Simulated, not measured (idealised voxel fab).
voxel wiring stack: a process module
For reference, the cross-section in this document is cut, with width 140 nm and square cells of 5 nm.
Cross-section, as written here: a square-cell grid given band by band from the top down, where a band holds one or more rows of cells. Within each band entry, the heights of the top and of the bottom of the band appear first, in that order and in nm; the materials of the band then follow from left to right, each with its corresponding width in nm. The designation "full width" on a single material indicates that it fills the band from edge to edge; the designation "blank" indicates empty space. Heights from 0 (as-received wafer is one material below). Bottom band endless downward, as "0 nm and below". You'd read "30->40" like this: the band's top row of cells is as wide as the first number, its bottom row is as wide as the second, and going down, every row changes width by the same amount as the row before did. No cell of the cross-section changed in a step that is given as "remains unaltered". The entry titled "Trapped void list" provides the empty spaces that have no open way to the top, restricted to those of 8 cells or more. Each is presented as width x height at distance, the distance being measured from the left edge, with all three in nm. Read whatever lies past the settings on a step's line as the simulator's own remark about the step. overlay nm: how far to the right of its planned place the mask lay on this masked step (negative: to the left). Layout of what follows: cross-section pairs, each bracketing one process step, the after cross-section shown only to the lowest band that changed, the step between and its settings noted under each pair. Pairs may originate in different runs of this module on the same starting wafer; a pair continues from the pair above only where its entry headed "State before" says so.

# State before
  125 nm to 110 nm | blank (35) | aC (25) | blank (20) | aC (25) | blank (35)
  110 nm to 95 nm | blank (35) | W (25) | blank (20) | W (25) | blank (35)
  95 nm to 90 nm | TiN full width
  90 nm to 80 nm | lowk (35) | Ru (15) | lowk (30) | Ru (15) | lowk (45)
  80 nm to 75 nm | SiCN (35) | Ru (15) | SiCN (30) | Ru (15) | SiCN (45)
  75 nm to 60 nm | SiO2 (35) | TiN (5) | Cu (5) | TiN (5) | SiO2 (30) | TiN (5) | Cu (5) | TiN (5) | SiO2 (45)
  60 nm to 55 nm | SiO2 (35) | TiN (15) | SiO2 (30) | TiN (15) | SiO2 (45)
  55 nm to 45 nm | SiO2 full width
  45 nm to 40 nm | SiCN full width
  40 nm to 15 nm | SiO2 (35) | W (25) | SiO2 (20) | W (25) | SiO2 (35)
  15 nm to 10 nm | SiO2 (35) | TiN (25) | SiO2 (20) | TiN (25) | SiO2 (35)
  10 nm to 0 nm | SiO2 full width
  0 nm and below | Si full width
  Trapped void list: none

# Section, Post-Step
  125 nm to 110 nm | blank (35) | aC (25) | blank (20) | aC (25) | blank (35)
  110 nm to 95 nm | blank (35) | W (25) | blank (20) | W (25) | blank (35)
  95 nm to 90 nm | blank (35) | TiN (25) | blank (20) | TiN (25) | blank (35)
  Under 90: no change, same as before.
  Trapped void list: none
The before and after cross-sections above differ by one step: DIRECTIONAL_ETCH,etch materials TiN,depth nm 5

State before: It is represented by the cross-section appearing after the step of the pair directly above.

# Section, Post-Step
  110 nm to 95 nm | blank (35) | W (25) | blank (20) | W (25) | blank (35)
  Under 95: no change, same as before.
  Trapped void list: none
The before and after cross-sections above differ by one step: STRIP,etch materials aC

State before: It is represented by the cross-section appearing after the step of the pair directly above.

# Section, Post-Step
  115 nm to 110 nm | blank (30) | SiN (35) | blank (10) | SiN (35) | blank (30)
  110 nm to 95 nm | blank (30) | SiN (5) | W (25) | SiN (5) | blank (10) | SiN (5) | W (25) | SiN (5) | blank (30)
  95 nm to 90 nm | SiN (35) | TiN (25) | SiN (20) | TiN (25) | SiN (35)
  Under 90: no change, same as before.
  Trapped void list: none
The before and after cross-sections above differ by one step: CONFORMAL_DEP,material SiN,thk nm 5

State before: It is represented by the cross-section appearing after the step of the pair directly above.

# Section, Post-Step
  120 nm to 115 nm | SiO2 full width
  115 nm to 110 nm | SiO2 (30) | SiN (35) | SiO2 (10) | SiN (35) | SiO2 (30)
  110 nm to 95 nm | SiO2 (30) | SiN (5) | W (25) | SiN (5) | SiO2 (10) | SiN (5) | W (25) | SiN (5) | SiO2 (30)
  Under 95: no change, same as before.
  Trapped void list: none
The before and after cross-sections above differ by one step: FILL_DEP,material SiO2,thk nm 5

State before: It is represented by the cross-section appearing after the step of the pair directly above.

# Section, Post-Step
  110 nm to 95 nm | SiO2 (30) | SiN (5) | W (25) | SiN (5) | SiO2 (10) | SiN (5) | W (25) | SiN (5) | SiO2 (30)
  Under 95: no change, same as before.
  Trapped void list: none
The before and after cross-sections above differ by one step: CMP,height nm 110

State before: It is represented by the cross-section appearing after the step of the pair directly above.

# Section, Post-Step
  115 nm to 110 nm | SiCN full width
  Under 110: no change, same as before.
  Trapped void list: none
The before and after cross-sections above differ by one step: CONFORMAL_DEP,material SiCN,thk nm 5

# State before
  90 nm to 80 nm | lowk (35) | Ru (15) | lowk (30) | Ru (15) | lowk (45)
  80 nm to 75 nm | SiCN (35) | Ru (15) | SiCN (30) | Ru (15) | SiCN (45)
  75 nm to 60 nm | SiO2 (35) | TiN (5) | Cu (15) | TiN (5) | SiO2 (20) | TiN (5) | Cu (15) | TiN (5) | SiO2 (35)
  60 nm to 55 nm | SiO2 (35) | TiN (5) | Cu (5) | TiN (15) | SiO2 (20) | TiN (5) | Cu (5) | TiN (15) | SiO2 (35)
  55 nm to 45 nm | SiO2 (35) | TiN (5) | Cu (5) | TiN (5) | SiO2 (30) | TiN (5) | Cu (5) | TiN (5) | SiO2 (45)
  45 nm to 40 nm | SiCN (35) | TiN (15) | SiCN (30) | TiN (15) | SiCN (45)
  40 nm to 15 nm | SiO2 (35) | W (25) | SiO2 (20) | W (25) | SiO2 (35)
  15 nm to 10 nm | SiO2 (35) | TiN (25) | SiO2 (20) | TiN (25) | SiO2 (35)
  10 nm to 0 nm | SiO2 full width
  0 nm and below | Si full width
  Trapped void list: none

# Section, Post-Step
  105 nm to 90 nm | W full width
  Under 90: no change, same as before.
  Trapped void list: none
The before and after cross-sections above differ by one step: DIRECTIONAL_DEP,material W,thk nm 15

State before: It is represented by the cross-section appearing after the step of the pair directly above.

# Section, Post-Step
  110 nm to 105 nm | TiN full width
  Under 105: no change, same as before.
  Trapped void list: none
The before and after cross-sections above differ by one step: DIRECTIONAL_DEP,material TiN,thk nm 5

State before: It is represented by the cross-section appearing after the step of the pair directly above.

# Section, Post-Step
  125 nm to 110 nm | aC full width
  Under 110: no change, same as before.
  Trapped void list: none
The before and after cross-sections above differ by one step: DIRECTIONAL_DEP,material aC,thk nm 15

State before: It is represented by the cross-section appearing after the step of the pair directly above.

# Section, Post-Step
  155 nm to 125 nm | blank (35) | resist (25) | blank (20) | resist (25) | blank (35)
  Under 125: no change, same as before.
  Trapped void list: none
The before and after cross-sections above differ by one step: PATTERN,tone cover,mask id METAL_3,material resist,width nm 25,pitch nm 45,thk nm 30,overlay nm 0

State before: It is represented by the cross-section appearing after the step of the pair directly above.

# Section, Post-Step
  140 nm to 125 nm | blank (35) | resist (25) | blank (20) | resist (25) | blank (35)
  125 nm to 110 nm | blank (35) | aC (25) | blank (20) | aC (25) | blank (35)
  Under 110: no change, same as before.
  Trapped void list: none
The before and after cross-sections above differ by one step: DIRECTIONAL_ETCH,etch materials aC,depth nm 15

State before: It is represented by the cross-section appearing after the step of the pair directly above.

# Section, Post-Step
  125 nm to 110 nm | blank (35) | aC (25) | blank (20) | aC (25) | blank (35)
  Under 110: no change, same as before.
  Trapped void list: none
The before and after cross-sections above differ by one step: STRIP,etch materials resist

State before: It is represented by the cross-section appearing after the step of the pair directly above.

# Section, Post-Step
  125 nm to 110 nm | blank (35) | aC (25) | blank (20) | aC (25) | blank (35)
  110 nm to 105 nm | blank (35) | TiN (25) | blank (20) | TiN (25) | blank (35)
  Under 105: no change, same as before.
  Trapped void list: none
The before and after cross-sections above differ by one step: DIRECTIONAL_ETCH,etch materials TiN,depth nm 5

State before: It is represented by the cross-section appearing after the step of the pair directly above.

# Section, Post-Step
  110 nm to 105 nm | blank (35) | TiN (25) | blank (20) | TiN (25) | blank (35)
  Under 105: no change, same as before.
  Trapped void list: none
The before and after cross-sections above differ by one step: STRIP,etch materials aC

State before: It is represented by the cross-section appearing after the step of the pair directly above.

# Section, Post-Step
  115 nm to 110 nm | blank (30) | SiN (35) | blank (10) | SiN (35) | blank (30)
  110 nm to 105 nm | SiN (35) | TiN (25) | SiN (20) | TiN (25) | SiN (35)
  Under 105: no change, same as before.
  Trapped void list: none
The before and after cross-sections above differ by one step: CONFORMAL_DEP,material SiN,thk nm 5

State before: It is represented by the cross-section appearing after the step of the pair directly above.

# Section, Post-Step
  120 nm to 115 nm | SiO2 full width
  115 nm to 110 nm | SiO2 (30) | SiN (35) | SiO2 (10) | SiN (35) | SiO2 (30)
  Under 110: no change, same as before.
  Trapped void list: none
The before and after cross-sections above differ by one step: FILL_DEP,material SiO2,thk nm 5

State before: It is represented by the cross-section appearing after the step of the pair directly above.

# Section, Post-Step
  110 nm to 105 nm | SiN (35) | TiN (25) | SiN (20) | TiN (25) | SiN (35)
  Under 105: no change, same as before.
  Trapped void list: none
The before and after cross-sections above differ by one step: CMP,height nm 110

State before: It is represented by the cross-section appearing after the step of the pair directly above.

# Section, Post-Step
  115 nm to 110 nm | SiCN full width
  Under 110: no change, same as before.
  Trapped void list: none
The before and after cross-sections above differ by one step: CONFORMAL_DEP,material SiCN,thk nm 5

# State before
  0 nm and below | Si full width
  Trapped void list: none

# Section, Post-Step
  15 nm to 0 nm | SiO2 full width
  Under 0: no change, same as before.
  Trapped void list: none
The before and after cross-sections above differ by one step: CONFORMAL_DEP,material SiO2,thk nm 15

State before: It is represented by the cross-section appearing after the step of the pair directly above.

# Section, Post-Step
  20 nm to 15 nm | TiN full width
  Under 15: no change, same as before.
  Trapped void list: none
The before and after cross-sections above differ by one step: DIRECTIONAL_DEP,material TiN,thk nm 5

State before: It is represented by the cross-section appearing after the step of the pair directly above.

# Section, Post-Step
  45 nm to 20 nm | W full width
  Under 20: no change, same as before.
  Trapped void list: none
The before and after cross-sections above differ by one step: DIRECTIONAL_DEP,material W,thk nm 25

State before: It is represented by the cross-section appearing after the step of the pair directly above.

# Section, Post-Step
  45 nm to 20 nm | blank (35) | W (25) | blank (20) | W (25) | blank (35)
  Under 20: no change, same as before.
  Trapped void list: none
The before and after cross-sections above differ by one step: MASKED_ETCH,tone cover,mask id METAL_1,width nm 25,pitch nm 45,etch materials W,depth nm 25,overlay nm 0

State before: It is represented by the cross-section appearing after the step of the pair directly above.

# Section, Post-Step
  45 nm to 20 nm | blank (35) | W (25) | blank (20) | W (25) | blank (35)
  20 nm to 15 nm | blank (35) | TiN (25) | blank (20) | TiN (25) | blank (35)
  Under 15: no change, same as before.
  Trapped void list: none
The before and after cross-sections above differ by one step: MASKED_ETCH,tone cover,mask id METAL_1,width nm 25,pitch nm 45,etch materials TiN,depth nm 5,overlay nm 0

State before: It is represented by the cross-section appearing after the step of the pair directly above.

# Section, Post-Step
  50 nm to 45 nm | SiO2 full width
  45 nm to 20 nm | SiO2 (35) | W (25) | SiO2 (20) | W (25) | SiO2 (35)
  20 nm to 15 nm | SiO2 (35) | TiN (25) | SiO2 (20) | TiN (25) | SiO2 (35)
  Under 15: no change, same as before.
  Trapped void list: none
The before and after cross-sections above differ by one step: FILL_DEP,material SiO2,thk nm 5

State before: It is represented by the cross-section appearing after the step of the pair directly above.

# Section, Post-Step
  40 nm to 20 nm | SiO2 (35) | W (25) | SiO2 (20) | W (25) | SiO2 (35)
  Under 20: no change, same as before.
  Trapped void list: none
The before and after cross-sections above differ by one step: CMP,height nm 40

State before: It is represented by the cross-section appearing after the step of the pair directly above.

# Section, Post-Step
  45 nm to 40 nm | SiCN full width
  Under 40: no change, same as before.
  Trapped void list: none
The before and after cross-sections above differ by one step: CONFORMAL_DEP,material SiCN,thk nm 5

State before: It is represented by the cross-section appearing after the step of the pair directly above.

# Section, Post-Step
  75 nm to 45 nm | SiO2 full width
  Under 45: no change, same as before.
  Trapped void list: none
The before and after cross-sections above differ by one step: DIRECTIONAL_DEP,material SiO2,thk nm 30

State before: It is represented by the cross-section appearing after the step of the pair directly above.

# Section, Post-Step
  95 nm to 75 nm | resist (35) | blank (15) | resist (30) | blank (15) | resist (45)
  Under 75: no change, same as before.
  Trapped void list: none
The before and after cross-sections above differ by one step: PATTERN,tone open,mask id METAL_2_HOLES,material resist,width nm 15,pitch nm 45,thk nm 20,overlay nm 0

State before: It is represented by the cross-section appearing after the step of the pair directly above.

# Section, Post-Step
  95 nm to 75 nm | resist (35) | blank (15) | resist (30) | blank (15) | resist (45)
  75 nm to 45 nm | SiO2 (35) | blank (15) | SiO2 (30) | blank (15) | SiO2 (45)
  Under 45: no change, same as before.
  Trapped void list: none
The before and after cross-sections above differ by one step: DIRECTIONAL_ETCH,etch materials SiO2,depth nm 30

State before: It is represented by the cross-section appearing after the step of the pair directly above.

# Section, Post-Step
  75 nm to 45 nm | SiO2 (35) | blank (15) | SiO2 (30) | blank (15) | SiO2 (45)
  Under 45: no change, same as before.
  Trapped void list: none
The before and after cross-sections above differ by one step: STRIP,etch materials resist

State before: It is represented by the cross-section appearing after the step of the pair directly above.

# Section, Post-Step
  75 nm to 55 nm | SiO2 (35) | blank (25) | SiO2 (20) | blank (25) | SiO2 (35)
  Under 55: no change, same as before.
  Trapped void list: none
The before and after cross-sections above differ by one step: MASKED_ETCH,tone open,mask id METAL_2,width nm 25,pitch nm 45,etch materials SiO2,depth nm 20,overlay nm 0

State before: It is represented by the cross-section appearing after the step of the pair directly above.

# Section, Post-Step
  75 nm to 55 nm | SiO2 (35) | blank (25) | SiO2 (20) | blank (25) | SiO2 (35)
  55 nm to 45 nm | SiO2 (35) | blank (15) | SiO2 (30) | blank (15) | SiO2 (45)
  45 nm to 40 nm | SiCN (35) | blank (15) | SiCN (30) | blank (15) | SiCN (45)
  Under 40: no change, same as before.
  Trapped void list: none
The before and after cross-sections above differ by one step: MASKED_ETCH,tone open,mask id METAL_2,width nm 25,pitch nm 45,etch materials SiCN,depth nm 5,overlay nm 0

State before: It is represented by the cross-section appearing after the step of the pair directly above.

# Section, Post-Step
  80 nm to 75 nm | TiN (40) | blank (15) | TiN (30) | blank (15) | TiN (40)
  75 nm to 60 nm | SiO2 (35) | TiN (5) | blank (15) | TiN (5) | SiO2 (20) | TiN (5) | blank (15) | TiN (5) | SiO2 (35)
  60 nm to 55 nm | SiO2 (35) | TiN (5) | blank (5) | TiN (15) | SiO2 (20) | TiN (5) | blank (5) | TiN (15) | SiO2 (35)
  55 nm to 45 nm | SiO2 (35) | TiN (5) | blank (5) | TiN (5) | SiO2 (30) | TiN (5) | blank (5) | TiN (5) | SiO2 (45)
  45 nm to 40 nm | SiCN (35) | TiN (15) | SiCN (30) | TiN (15) | SiCN (45)
  Under 40: no change, same as before.
  Trapped void list: none
The before and after cross-sections above differ by one step: CONFORMAL_DEP,material TiN,thk nm 5

State before: It is represented by the cross-section appearing after the step of the pair directly above.

# Section, Post-Step
  90 nm to 80 nm | Cu full width
  80 nm to 75 nm | TiN (40) | Cu (15) | TiN (30) | Cu (15) | TiN (40)
  75 nm to 60 nm | SiO2 (35) | TiN (5) | Cu (15) | TiN (5) | SiO2 (20) | TiN (5) | Cu (15) | TiN (5) | SiO2 (35)
  60 nm to 55 nm | SiO2 (35) | TiN (5) | Cu (5) | TiN (15) | SiO2 (20) | TiN (5) | Cu (5) | TiN (15) | SiO2 (35)
  55 nm to 45 nm | SiO2 (35) | TiN (5) | Cu (5) | TiN (5) | SiO2 (30) | TiN (5) | Cu (5) | TiN (5) | SiO2 (45)
  Under 45: no change, same as before.
  Trapped void list: none
The before and after cross-sections above differ by one step: FILL_DEP,material Cu,thk nm 10

State before: It is represented by the cross-section appearing after the step of the pair directly above.

# Section, Post-Step
  75 nm to 60 nm | SiO2 (35) | TiN (5) | Cu (15) | TiN (5) | SiO2 (20) | TiN (5) | Cu (15) | TiN (5) | SiO2 (35)
  Under 60: no change, same as before.
  Trapped void list: none
The before and after cross-sections above differ by one step: CMP,height nm 75

State before: It is represented by the cross-section appearing after the step of the pair directly above.

# Section, Post-Step
  80 nm to 75 nm | SiCN full width
  Under 75: no change, same as before.
  Trapped void list: none
The before and after cross-sections above differ by one step: CONFORMAL_DEP,material SiCN,thk nm 5

State before: It is represented by the cross-section appearing after the step of the pair directly above.

# Section, Post-Step
  90 nm to 80 nm | lowk full width
  Under 80: no change, same as before.
  Trapped void list: none
The before and after cross-sections above differ by one step: DIRECTIONAL_DEP,material lowk,thk nm 10

State before: It is represented by the cross-section appearing after the step of the pair directly above.

# Section, Post-Step
  90 nm to 80 nm | lowk (35) | blank (15) | lowk (30) | blank (15) | lowk (45)
  Under 80: no change, same as before.
  Trapped void list: none
The before and after cross-sections above differ by one step: MASKED_ETCH,tone open,mask id PLUG_2,width nm 15,pitch nm 45,etch materials lowk,depth nm 10,overlay nm 0

State before: It is represented by the cross-section appearing after the step of the pair directly above.

# Section, Post-Step
  90 nm to 80 nm | lowk (35) | blank (15) | lowk (30) | blank (15) | lowk (45)
  80 nm to 75 nm | SiCN (35) | blank (15) | SiCN (30) | blank (15) | SiCN (45)
  Under 75: no change, same as before.
  Trapped void list: none
The before and after cross-sections above differ by one step: MASKED_ETCH,tone open,mask id PLUG_2,width nm 15,pitch nm 45,etch materials SiCN,depth nm 5,overlay nm 0

State before: It is represented by the cross-section appearing after the step of the pair directly above.

# Section, Post-Step
  90 nm to 85 nm | lowk (35) | blank (15) | lowk (30) | blank (15) | lowk (45)
  85 nm to 80 nm | lowk (35) | Ru (15) | lowk (30) | Ru (15) | lowk (45)
  80 nm to 75 nm | SiCN (35) | Ru (15) | SiCN (30) | Ru (15) | SiCN (45)
  Under 75: no change, same as before.
  Trapped void list: none
The before and after cross-sections above differ by one step: EPI,material Ru,thk nm 10

State before: It is represented by the cross-section appearing after the step of the pair directly above.

# Section, Post-Step
  90 nm to 80 nm | lowk (35) | Ru (15) | lowk (30) | Ru (15) | lowk (45)
  Under 80: no change, same as before.
  Trapped void list: none
The before and after cross-sections above differ by one step: EPI,material Ru,thk nm 5

State before: It is represented by the cross-section appearing after the step of the pair directly above.

# Section, Post-Step
  95 nm to 90 nm | TiN full width
  Under 90: no change, same as before.
  Trapped void list: none
The before and after cross-sections above differ by one step: DIRECTIONAL_DEP,material TiN,thk nm 5

State before: It is represented by the cross-section appearing after the step of the pair directly above.

# Section, Post-Step
  110 nm to 95 nm | W full width
  Under 95: no change, same as before.
  Trapped void list: none
The before and after cross-sections above differ by one step: DIRECTIONAL_DEP,material W,thk nm 15

State before: It is represented by the cross-section appearing after the step of the pair directly above.

# Section, Post-Step
  125 nm to 110 nm | aC full width
  Under 110: no change, same as before.
  Trapped void list: none
The before and after cross-sections above differ by one step: DIRECTIONAL_DEP,material aC,thk nm 15

State before: It is represented by the cross-section appearing after the step of the pair directly above.

# Section, Post-Step
  155 nm to 125 nm | blank (35) | resist (25) | blank (20) | resist (25) | blank (35)
  Under 125: no change, same as before.
  Trapped void list: none
The before and after cross-sections above differ by one step: PATTERN,tone cover,mask id METAL_3,material resist,width nm 25,pitch nm 45,thk nm 30,overlay nm 0

State before: It is represented by the cross-section appearing after the step of the pair directly above.

# Section, Post-Step
  140 nm to 125 nm | blank (35) | resist (25) | blank (20) | resist (25) | blank (35)
  125 nm to 110 nm | blank (35) | aC (25) | blank (20) | aC (25) | blank (35)
  Under 110: no change, same as before.
  Trapped void list: none
The before and after cross-sections above differ by one step: DIRECTIONAL_ETCH,etch materials aC,depth nm 15

State before: It is represented by the cross-section appearing after the step of the pair directly above.

# Section, Post-Step
  125 nm to 110 nm | blank (35) | aC (25) | blank (20) | aC (25) | blank (35)
  Under 110: no change, same as before.
  Trapped void list: none
The before and after cross-sections above differ by one step: STRIP,etch materials resist

State before: It is represented by the cross-section appearing after the step of the pair directly above.

# Section, Post-Step
  125 nm to 110 nm | blank (35) | aC (25) | blank (20) | aC (25) | blank (35)
  110 nm to 95 nm | blank (35) | W (25) | blank (20) | W (25) | blank (35)
  Under 95: no change, same as before.
  Trapped void list: none
The before and after cross-sections above differ by one step: DIRECTIONAL_ETCH,etch materials W,depth nm 15

State before: It is represented by the cross-section appearing after the step of the pair directly above.

# Section, Post-Step
  125 nm to 110 nm | blank (35) | aC (25) | blank (20) | aC (25) | blank (35)
  110 nm to 95 nm | blank (35) | W (25) | blank (20) | W (25) | blank (35)
  95 nm to 90 nm | blank (35) | TiN (25) | blank (20) | TiN (25) | blank (35)
  Under 90: no change, same as before.
  Trapped void list: none
The before and after cross-sections above differ by one step: DIRECTIONAL_ETCH,etch materials TiN,depth nm 5

State before: It is represented by the cross-section appearing after the step of the pair directly above.

# Section, Post-Step
  110 nm to 95 nm | blank (35) | W (25) | blank (20) | W (25) | blank (35)
  Under 95: no change, same as before.
  Trapped void list: none
The before and after cross-sections above differ by one step: STRIP,etch materials aC

State before: It is represented by the cross-section appearing after the step of the pair directly above.

# Section, Post-Step
  115 nm to 110 nm | blank (30) | SiN (35) | blank (10) | SiN (35) | blank (30)
  110 nm to 95 nm | blank (30) | SiN (5) | W (25) | SiN (5) | blank (10) | SiN (5) | W (25) | SiN (5) | blank (30)
  95 nm to 90 nm | SiN (35) | TiN (25) | SiN (20) | TiN (25) | SiN (35)
  Under 90: no change, same as before.
  Trapped void list: none
The before and after cross-sections above differ by one step: CONFORMAL_DEP,material SiN,thk nm 5

State before: It is represented by the cross-section appearing after the step of the pair directly above.

# Section, Post-Step
  120 nm to 115 nm | SiO2 full width
  115 nm to 110 nm | SiO2 (30) | SiN (35) | SiO2 (10) | SiN (35) | SiO2 (30)
  110 nm to 95 nm | SiO2 (30) | SiN (5) | W (25) | SiN (5) | SiO2 (10) | SiN (5) | W (25) | SiN (5) | SiO2 (30)
  Under 95: no change, same as before.
  Trapped void list: none
The before and after cross-sections above differ by one step: FILL_DEP,material SiO2,thk nm 5

State before: It is represented by the cross-section appearing after the step of the pair directly above.

# Section, Post-Step
  110 nm to 95 nm | SiO2 (30) | SiN (5) | W (25) | SiN (5) | SiO2 (10) | SiN (5) | W (25) | SiN (5) | SiO2 (30)
  Under 95: no change, same as before.
  Trapped void list: none
The before and after cross-sections above differ by one step: CMP,height nm 110

State before: It is represented by the cross-section appearing after the step of the pair directly above.

# Section, Post-Step
  115 nm to 110 nm | SiCN full width
  Under 110: no change, same as before.
  Trapped void list: none
The before and after cross-sections above differ by one step: CONFORMAL_DEP,material SiCN,thk nm 5

# State before
  40 nm to 15 nm | W full width
  15 nm to 10 nm | TiN full width
  10 nm to 0 nm | SiO2 full width
  0 nm and below | Si full width
  Trapped void list: none

# Section, Post-Step
  40 nm to 15 nm | blank (40) | W (15) | blank (30) | W (15) | blank (40)
  Under 15: no change, same as before.
  Trapped void list: none
The before and after cross-sections above differ by one step: MASKED_ETCH,tone cover,mask id METAL_1,width nm 15,pitch nm 45,etch materials W,depth nm 25,overlay nm 0

State before: It is represented by the cross-section appearing after the step of the pair directly above.

# Section, Post-Step
  40 nm to 15 nm | blank (40) | W (15) | blank (30) | W (15) | blank (40)
  15 nm to 10 nm | blank (35) | TiN (25) | blank (20) | TiN (25) | blank (35)
  Under 10: no change, same as before.
  Trapped void list: none
The before and after cross-sections above differ by one step: MASKED_ETCH,tone cover,mask id METAL_1,width nm 25,pitch nm 45,etch materials TiN,depth nm 5,overlay nm 0

State before: It is represented by the cross-section appearing after the step of the pair directly above.

# Section, Post-Step
  45 nm to 40 nm | SiO2 full width
  40 nm to 15 nm | SiO2 (40) | W (15) | SiO2 (30) | W (15) | SiO2 (40)
  15 nm to 10 nm | SiO2 (35) | TiN (25) | SiO2 (20) | TiN (25) | SiO2 (35)
  Under 10: no change, same as before.
  Trapped void list: none
The before and after cross-sections above differ by one step: FILL_DEP,material SiO2,thk nm 5

State before: It is represented by the cross-section appearing after the step of the pair directly above.

# Section, Post-Step
  40 nm to 15 nm | SiO2 (40) | W (15) | SiO2 (30) | W (15) | SiO2 (40)
  Under 15: no change, same as before.
  Trapped void list: none
The before and after cross-sections above differ by one step: CMP,height nm 40

State before: It is represented by the cross-section appearing after the step of the pair directly above.

# Section, Post-Step
  45 nm to 40 nm | SiCN full width
  Under 40: no change, same as before.
  Trapped void list: none
The before and after cross-sections above differ by one step: CONFORMAL_DEP,material SiCN,thk nm 5

State before: It is represented by the cross-section appearing after the step of the pair directly above.

# Section, Post-Step
  75 nm to 45 nm | SiO2 full width
  Under 45: no change, same as before.
  Trapped void list: none
The before and after cross-sections above differ by one step: DIRECTIONAL_DEP,material SiO2,thk nm 30

State before: It is represented by the cross-section appearing after the step of the pair directly above.

# Section, Post-Step
  95 nm to 75 nm | resist (35) | blank (15) | resist (30) | blank (15) | resist (45)
  Under 75: no change, same as before.
  Trapped void list: none
The before and after cross-sections above differ by one step: PATTERN,tone open,mask id METAL_2_HOLES,material resist,width nm 15,pitch nm 45,thk nm 20,overlay nm 0

State before: It is represented by the cross-section appearing after the step of the pair directly above.

# Section, Post-Step
  95 nm to 75 nm | resist (35) | blank (15) | resist (30) | blank (15) | resist (45)
  75 nm to 45 nm | SiO2 (35) | blank (15) | SiO2 (30) | blank (15) | SiO2 (45)
  Under 45: no change, same as before.
  Trapped void list: none
The before and after cross-sections above differ by one step: DIRECTIONAL_ETCH,etch materials SiO2,depth nm 30

State before: It is represented by the cross-section appearing after the step of the pair directly above.

# Section, Post-Step
  75 nm to 45 nm | SiO2 (35) | blank (15) | SiO2 (30) | blank (15) | SiO2 (45)
  Under 45: no change, same as before.
  Trapped void list: none
The before and after cross-sections above differ by one step: STRIP,etch materials resist

State before: It is represented by the cross-section appearing after the step of the pair directly above.

# Section, Post-Step
  75 nm to 55 nm | SiO2 (35) | blank (25) | SiO2 (20) | blank (25) | SiO2 (35)
  Under 55: no change, same as before.
  Trapped void list: none
The before and after cross-sections above differ by one step: MASKED_ETCH,tone open,mask id METAL_2,width nm 25,pitch nm 45,etch materials SiO2,depth nm 20,overlay nm 0

State before: It is represented by the cross-section appearing after the step of the pair directly above.

# Section, Post-Step
  75 nm to 55 nm | SiO2 (35) | blank (25) | SiO2 (20) | blank (25) | SiO2 (35)
  55 nm to 45 nm | SiO2 (35) | blank (15) | SiO2 (30) | blank (15) | SiO2 (45)
  45 nm to 40 nm | SiCN (35) | blank (15) | SiCN (30) | blank (15) | SiCN (45)
  Under 40: no change, same as before.
  Trapped void list: none
The before and after cross-sections above differ by one step: MASKED_ETCH,tone open,mask id METAL_2,width nm 25,pitch nm 45,etch materials SiCN,depth nm 5,overlay nm 0

State before: It is represented by the cross-section appearing after the step of the pair directly above.

# Section, Post-Step
  80 nm to 75 nm | TiN (40) | blank (15) | TiN (30) | blank (15) | TiN (40)
  75 nm to 60 nm | SiO2 (35) | TiN (5) | blank (15) | TiN (5) | SiO2 (20) | TiN (5) | blank (15) | TiN (5) | SiO2 (35)
  60 nm to 55 nm | SiO2 (35) | TiN (5) | blank (5) | TiN (15) | SiO2 (20) | TiN (5) | blank (5) | TiN (15) | SiO2 (35)
  55 nm to 45 nm | SiO2 (35) | TiN (5) | blank (5) | TiN (5) | SiO2 (30) | TiN (5) | blank (5) | TiN (5) | SiO2 (45)
  45 nm to 40 nm | SiCN (35) | TiN (15) | SiCN (30) | TiN (15) | SiCN (45)
  Under 40: no change, same as before.
  Trapped void list: none
The before and after cross-sections above differ by one step: CONFORMAL_DEP,material TiN,thk nm 5

State before: It is represented by the cross-section appearing after the step of the pair directly above.

# Section, Post-Step
  90 nm to 80 nm | Cu full width
  80 nm to 75 nm | TiN (40) | Cu (15) | TiN (30) | Cu (15) | TiN (40)
  75 nm to 60 nm | SiO2 (35) | TiN (5) | Cu (15) | TiN (5) | SiO2 (20) | TiN (5) | Cu (15) | TiN (5) | SiO2 (35)
  60 nm to 55 nm | SiO2 (35) | TiN (5) | Cu (5) | TiN (15) | SiO2 (20) | TiN (5) | Cu (5) | TiN (15) | SiO2 (35)
  55 nm to 45 nm | SiO2 (35) | TiN (5) | Cu (5) | TiN (5) | SiO2 (30) | TiN (5) | Cu (5) | TiN (5) | SiO2 (45)
  Under 45: no change, same as before.
  Trapped void list: none
The before and after cross-sections above differ by one step: FILL_DEP,material Cu,thk nm 10

State before: It is represented by the cross-section appearing after the step of the pair directly above.

# Section, Post-Step
  75 nm to 60 nm | SiO2 (35) | TiN (5) | Cu (15) | TiN (5) | SiO2 (20) | TiN (5) | Cu (15) | TiN (5) | SiO2 (35)
  Under 60: no change, same as before.
  Trapped void list: none
The before and after cross-sections above differ by one step: CMP,height nm 75

State before: It is represented by the cross-section appearing after the step of the pair directly above.

# Section, Post-Step
  80 nm to 75 nm | SiCN full width
  Under 75: no change, same as before.
  Trapped void list: none
The before and after cross-sections above differ by one step: CONFORMAL_DEP,material SiCN,thk nm 5

State before: It is represented by the cross-section appearing after the step of the pair directly above.

# Section, Post-Step
  90 nm to 80 nm | lowk full width
  Under 80: no change, same as before.
  Trapped void list: none
The before and after cross-sections above differ by one step: DIRECTIONAL_DEP,material lowk,thk nm 10

State before: It is represented by the cross-section appearing after the step of the pair directly above.

# Section, Post-Step
  90 nm to 80 nm | lowk (35) | blank (15) | lowk (30) | blank (15) | lowk (45)
  Under 80: no change, same as before.
  Trapped void list: none
The before and after cross-sections above differ by one step: MASKED_ETCH,tone open,mask id PLUG_2,width nm 15,pitch nm 45,etch materials lowk,depth nm 10,overlay nm 0

State before: It is represented by the cross-section appearing after the step of the pair directly above.

# Section, Post-Step
  90 nm to 80 nm | lowk (35) | blank (15) | lowk (30) | blank (15) | lowk (45)
  80 nm to 75 nm | SiCN (35) | blank (15) | SiCN (30) | blank (15) | SiCN (45)
  Under 75: no change, same as before.
  Trapped void list: none
The before and after cross-sections above differ by one step: MASKED_ETCH,tone open,mask id PLUG_2,width nm 15,pitch nm 45,etch materials SiCN,depth nm 5,overlay nm 0

State before: It is represented by the cross-section appearing after the step of the pair directly above.

# Section, Post-Step
  90 nm to 85 nm | lowk (35) | blank (15) | lowk (30) | blank (15) | lowk (45)
  85 nm to 80 nm | lowk (35) | Ru (15) | lowk (30) | Ru (15) | lowk (45)
  80 nm to 75 nm | SiCN (35) | Ru (15) | SiCN (30) | Ru (15) | SiCN (45)
  Under 75: no change, same as before.
  Trapped void list: none
The before and after cross-sections above differ by one step: EPI,material Ru,thk nm 10
